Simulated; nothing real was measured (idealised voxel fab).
process module | voxel capacitor over wiring
This is section cut - it's 140 nm across, gridded in 5 nm square cells.
Notation: cross-section as square-cell grid; stated in bands, top first, going down; one or more cell rows per band. Basically the band line says how high the top is and how high the bottom is, in nm, and then what's in it from left to right, every material with its width in nm. Empty space shows up as "air", and if a single material carries "all across" it runs the full band edge to edge. Measure heights from 0. That's the level where, below it, the as-received wafer is all one material. The lowest band is bottomless and extends downward; write it as in "0 -> down". It should be noted that a width expressed as "30..40" varies in equal increments from row to row of cells within the band, taking the value of the first number at the top row and that of the second number at the bottom row. Step marked "changes: none"? Then no cell in the cross-section changed in it. In "Closed void catalog" the enclosed voids are listed, meaning empty spaces of 8 cells or larger without any opening to the top. The form is width x height at distance, distance from the left edge, units nm. It should be noted that, on the line of a given step, the content following the step's settings is a remark produced by the simulator itself with respect to that step. For masked steps, "overlay nm" on the step line gives how far right of plan the mask actually lay; a minus sign means it lay to the left.
Process steps - plan
step 1: RECEIVE: material Si
step 2: CONFORMAL_DEP: material SiO2, thk nm 10
step 3: DIRECTIONAL_DEP: material TiN, thk nm 5
step 4: DIRECTIONAL_DEP: material Ru, thk nm 25
step 5: MASKED_ETCH: tone cover, mask id METAL_1, width nm 25, pitch nm 80, etch materials Ru, depth nm 25, overlay nm 0
step 6: MASKED_ETCH: tone cover, mask id METAL_1, width nm 25, pitch nm 80, etch materials TiN, depth nm 5, overlay nm 0
step 7: CONFORMAL_DEP: material SiN, thk nm 5
step 8: FILL_DEP: material SiO2, thk nm 5
step 9: CMP: height nm 40
step 10: CONFORMAL_DEP: material SiCN, thk nm 5
step 11: DIRECTIONAL_DEP: material lowk, thk nm 15
step 12: DIRECTIONAL_DEP: material aC, thk nm 10
step 13: PATTERN: tone open, mask id PLUG_1, material resist, width nm 15, thk nm 25, overlay nm 0
step 14: DIRECTIONAL_ETCH: etch materials aC, depth nm 10
step 15: STRIP: etch materials resist
step 16: DIRECTIONAL_ETCH: etch materials lowk, depth nm 15
step 17: DIRECTIONAL_ETCH: etch materials SiCN, depth nm 5
step 18: STRIP: etch materials aC
step 19: CONFORMAL_DEP: material TiN, thk nm 5
step 20: FILL_DEP: material Ru, thk nm 5
step 21: CMP: height nm 60
step 22: DIRECTIONAL_DEP: material TiN, thk nm 5
step 23: DIRECTIONAL_DEP: material Al2O3, thk nm 5
step 24: DIRECTIONAL_DEP: material TiN, thk nm 10
step 25: MASKED_ETCH: tone cover, mask id UPPER_PLATE, width nm 60, etch materials TiN, depth nm 10, overlay nm 0
step 26: MASKED_ETCH: tone cover, mask id UPPER_PLATE, width nm 60, etch materials Al2O3, depth nm 5, overlay nm 0
step 27: DIRECTIONAL_DEP: material aC, thk nm 10
step 28: PATTERN: tone cover, mask id LOWER_PLATE, material resist, width nm 70, thk nm 30, overlay nm 0
step 29: DIRECTIONAL_ETCH: etch materials aC, depth nm 10
step 30: STRIP: etch materials resist
step 31: DIRECTIONAL_ETCH: etch materials TiN, depth nm 5
step 32: STRIP: etch materials aC
step 33: FILL_DEP: material SiO2, thk nm 20
step 34: CMP: height nm 95
step 35: PATTERN: tone open, mask id PLUG_2, material resist, width nm 15, thk nm 15, overlay nm 0
step 36: DIRECTIONAL_ETCH: etch materials SiO2, depth nm 15
step 37: STRIP: etch materials resist
step 38: CONFORMAL_DEP: material TiN, thk nm 5
step 39: FILL_DEP: material Ru, thk nm 5
step 40: CMP: height nm 95
step 41: CONFORMAL_DEP: material SiN, thk nm 5
Wafer, first of two, run as planned
As received (post step 1): cross-section
* 0 -> down = Si all across
* Closed void catalog: none
Wafer after step 2 (cross-section)
* 10 -> 0 = SiO2 all across
* Whatever lies below 0 is exactly as it was before.
Wafer after step 3 (cross-section)
* 15 -> 10 = TiN all across
* Whatever lies below 10 is exactly as it was before.
Wafer after step 4 (cross-section)
* 40 -> 15 = Ru all across
* Whatever lies below 15 is exactly as it was before.
Wafer after step 5 (cross-section)
* 40 -> 15 = 15 of air, 25 of Ru, 55 of air, 25 of Ru, 20 of air
* Whatever lies below 15 is exactly as it was before.
Wafer after step 6 (cross-section)
* 40 -> 15 = 15 of air, 25 of Ru, 55 of air, 25 of Ru, 20 of air
* 15 -> 10 = 15 of air, 25 of TiN, 55 of air, 25 of TiN, 20 of air
* Whatever lies below 10 is exactly as it was before.
Wafer after step 7 (cross-section)
* 45 -> 40 = 10 of air, 35 of SiN, 45 of air, 35 of SiN, 15 of air
* 40 -> 15 = 10 of air, 5 of SiN, 25 of Ru, 5 of SiN, 45 of air, 5 of SiN, 25 of Ru, 5 of SiN, 15 of air
* 15 -> 10 = 15 of SiN, 25 of TiN, 55 of SiN, 25 of TiN, 20 of SiN
* Whatever lies below 10 is exactly as it was before.
Wafer after step 8 (cross-section)
* 50 -> 45 = SiO2 all across
* 45 -> 40 = 10 of SiO2, 35 of SiN, 45 of SiO2, 35 of SiN, 15 of SiO2
* 40 -> 15 = 10 of SiO2, 5 of SiN, 25 of Ru, 5 of SiN, 45 of SiO2, 5 of SiN, 25 of Ru, 5 of SiN, 15 of SiO2
* Whatever lies below 15 is exactly as it was before.
Wafer after step 9 (cross-section)
* 40 -> 15 = 10 of SiO2, 5 of SiN, 25 of Ru, 5 of SiN, 45 of SiO2, 5 of SiN, 25 of Ru, 5 of SiN, 15 of SiO2
* Whatever lies below 15 is exactly as it was before.
Wafer after step 10 (cross-section)
* 45 -> 40 = SiCN all across
* Whatever lies below 40 is exactly as it was before.
Wafer after step 11 (cross-section)
* 60 -> 45 = lowk all across
* Whatever lies below 45 is exactly as it was before.
Wafer after step 12 (cross-section)
* 70 -> 60 = aC all across
* Whatever lies below 60 is exactly as it was before.
Wafer after step 13 (cross-section)
* 95 -> 70 = 25 of resist, 15 of air, 100 of resist
* Whatever lies below 70 is exactly as it was before.
Wafer after step 14 (cross-section)
* 85 -> 70 = 25 of resist, 15 of air, 100 of resist
* 70 -> 60 = 25 of aC, 15 of air, 100 of aC
* Whatever lies below 60 is exactly as it was before.
Wafer after step 15 (cross-section)
* 70 -> 60 = 25 of aC, 15 of air, 100 of aC
* Whatever lies below 60 is exactly as it was before.
Wafer after step 16 (cross-section)
* 70 -> 60 = 25 of aC, 15 of air, 100 of aC
* 60 -> 45 = 25 of lowk, 15 of air, 100 of lowk
* Whatever lies below 45 is exactly as it was before.
Wafer after step 17 (cross-section)
* 70 -> 60 = 25 of aC, 15 of air, 100 of aC
* 60 -> 45 = 25 of lowk, 15 of air, 100 of lowk
* 45 -> 40 = 25 of SiCN, 15 of air, 100 of SiCN
* Whatever lies below 40 is exactly as it was before.
Wafer after step 18 (cross-section)
* 60 -> 45 = 25 of lowk, 15 of air, 100 of lowk
* Whatever lies below 45 is exactly as it was before.
Wafer after step 19 (cross-section)
* 65 -> 60 = 30 of TiN, 5 of air, 105 of TiN
* 60 -> 45 = 25 of lowk, 5 of TiN, 5 of air, 5 of TiN, 100 of lowk
* 45 -> 40 = 25 of SiCN, 15 of TiN, 100 of SiCN
* Whatever lies below 40 is exactly as it was before.
Wafer after step 20 (cross-section)
* 70 -> 65 = Ru all across
* 65 -> 60 = 30 of TiN, 5 of Ru, 105 of TiN
* 60 -> 45 = 25 of lowk, 5 of TiN, 5 of Ru, 5 of TiN, 100 of lowk
* Whatever lies below 45 is exactly as it was before.
Wafer after step 21 (cross-section)
* 60 -> 45 = 25 of lowk, 5 of TiN, 5 of Ru, 5 of TiN, 100 of lowk
* Whatever lies below 45 is exactly as it was before.
Wafer after step 22 (cross-section)
* 65 -> 60 = TiN all across
* Whatever lies below 60 is exactly as it was before.
Wafer after step 23 (cross-section)
* 70 -> 65 = Al2O3 all across
* Whatever lies below 65 is exactly as it was before.
Wafer after step 24 (cross-section)
* 80 -> 70 = TiN all across
* Whatever lies below 70 is exactly as it was before.
Wafer after step 25 (cross-section)
* 80 -> 70 = 25 of air, 60 of TiN, 55 of air
* Whatever lies below 70 is exactly as it was before.
Wafer after step 26 (cross-section)
* 80 -> 70 = 25 of air, 60 of TiN, 55 of air
* 70 -> 65 = 25 of air, 60 of Al2O3, 55 of air
* Whatever lies below 65 is exactly as it was before.
Wafer after step 27 (cross-section)
* 90 -> 80 = 25 of air, 60 of aC, 55 of air
* 80 -> 75 = 25 of air, 60 of TiN, 55 of air
* 75 -> 70 = 25 of aC, 60 of TiN, 55 of aC
* 70 -> 65 = 25 of aC, 60 of Al2O3, 55 of aC
* Whatever lies below 65 is exactly as it was before.
Wafer after step 28 (cross-section)
* 120 -> 90 = 20 of air, 70 of resist, 50 of air
* 90 -> 80 = 20 of air, 5 of resist, 60 of aC, 5 of resist, 50 of air
* 80 -> 75 = 20 of air, 5 of resist, 60 of TiN, 5 of resist, 50 of air
* Whatever lies below 75 is exactly as it was before.
Wafer after step 29 (cross-section)
* 110 -> 90 = 20 of air, 70 of resist, 50 of air
* 90 -> 80 = 20 of air, 5 of resist, 60 of aC, 5 of resist, 50 of air
* 80 -> 75 = 20 of air, 5 of resist, 60 of TiN, 5 of resist, 50 of air
* 75 -> 70 = 20 of air, 5 of aC, 60 of TiN, 5 of aC, 50 of air
* 70 -> 65 = 20 of air, 5 of aC, 60 of Al2O3, 5 of aC, 50 of air
* Whatever lies below 65 is exactly as it was before.
Wafer after step 30 (cross-section)
* 90 -> 80 = 25 of air, 60 of aC, 55 of air
* 80 -> 75 = 25 of air, 60 of TiN, 55 of air
* Whatever lies below 75 is exactly as it was before.
Wafer after step 31 (cross-section)
* 90 -> 80 = 25 of air, 60 of aC, 55 of air
* 80 -> 75 = 25 of air, 60 of TiN, 55 of air
* 75 -> 70 = 20 of air, 5 of aC, 60 of TiN, 5 of aC, 50 of air
* 70 -> 65 = 20 of air, 5 of aC, 60 of Al2O3, 5 of aC, 50 of air
* 65 -> 60 = 20 of air, 70 of TiN, 50 of air
* Whatever lies below 60 is exactly as it was before.
Wafer after step 32 (cross-section)
* 80 -> 70 = 25 of air, 60 of TiN, 55 of air
* 70 -> 65 = 25 of air, 60 of Al2O3, 55 of air
* Whatever lies below 65 is exactly as it was before.
Wafer after step 33 (cross-section)
* 100 -> 80 = SiO2 all across
* 80 -> 70 = 25 of SiO2, 60 of TiN, 55 of SiO2
* 70 -> 65 = 25 of SiO2, 60 of Al2O3, 55 of SiO2
* 65 -> 60 = 20 of SiO2, 70 of TiN, 50 of SiO2
* Whatever lies below 60 is exactly as it was before.
Wafer after step 34 (cross-section)
* 95 -> 80 = SiO2 all across
* Whatever lies below 80 is exactly as it was before.
Wafer after step 35 (cross-section)
* 110 -> 95 = 35 of resist, 15 of air, 90 of resist
* Whatever lies below 95 is exactly as it was before.
Wafer after step 36 (cross-section)
* 110 -> 95 = 35 of resist, 15 of air, 90 of resist
* 95 -> 80 = 35 of SiO2, 15 of air, 90 of SiO2
* Whatever lies below 80 is exactly as it was before.
Wafer after step 37 (cross-section)
* 95 -> 80 = 35 of SiO2, 15 of air, 90 of SiO2
* Whatever lies below 80 is exactly as it was before.
Wafer after step 38 (cross-section)
* 100 -> 95 = 40 of TiN, 5 of air, 95 of TiN
* 95 -> 85 = 35 of SiO2, 5 of TiN, 5 of air, 5 of TiN, 90 of SiO2
* 85 -> 80 = 35 of SiO2, 15 of TiN, 90 of SiO2
* Whatever lies below 80 is exactly as it was before.
Wafer after step 39 (cross-section)
* 105 -> 100 = Ru all across
* 100 -> 95 = 40 of TiN, 5 of Ru, 95 of TiN
* 95 -> 85 = 35 of SiO2, 5 of TiN, 5 of Ru, 5 of TiN, 90 of SiO2
* Whatever lies below 85 is exactly as it was before.
Wafer after step 40 (cross-section)
* 95 -> 85 = 35 of SiO2, 5 of TiN, 5 of Ru, 5 of TiN, 90 of SiO2
* Whatever lies below 85 is exactly as it was before.
Wafer after step 41 (cross-section)
* 100 -> 95 = SiN all across
* Whatever lies below 95 is exactly as it was before.
Here the second wafer is described. Its start and its plan were those of the first wafer. Its run contained one mistake. Up to and including step 37, it did exactly what the first wafer did
Cross-section of the second wafer corresponding to the planned conclusion of step 38
* 100 -> 95 = 40 of SiN, 5 of air, 95 of SiN
* 95 -> 85 = 35 of SiO2, 5 of SiN, 5 of air, 5 of SiN, 90 of SiO2
* 85 -> 80 = 35 of SiO2, 15 of SiN, 90 of SiO2
* Whatever lies below 80 is exactly as it was before.
Cross-section of the second wafer corresponding to the planned conclusion of step 39
* 105 -> 100 = Ru all across
* 100 -> 95 = 40 of SiN, 5 of Ru, 95 of SiN
* 95 -> 85 = 35 of SiO2, 5 of SiN, 5 of Ru, 5 of SiN, 90 of SiO2
* Whatever lies below 85 is exactly as it was before.
Cross-section of the second wafer corresponding to the planned conclusion of step 40
* 95 -> 85 = 35 of SiO2, 5 of SiN, 5 of Ru, 5 of SiN, 90 of SiO2
* Whatever lies below 85 is exactly as it was before.
Cross-section of the second wafer corresponding to the planned conclusion of step 41
* 100 -> 95 = SiN all across
* Whatever lies below 95 is exactly as it was before.
Diagnosis: contrary to plan, step 38 was performed as CONFORMAL_DEP: material SiN, thk nm 5
Heads up, by the end the second wafer has more or fewer cells of some materials compared to the first: SiN +7; TiN -7
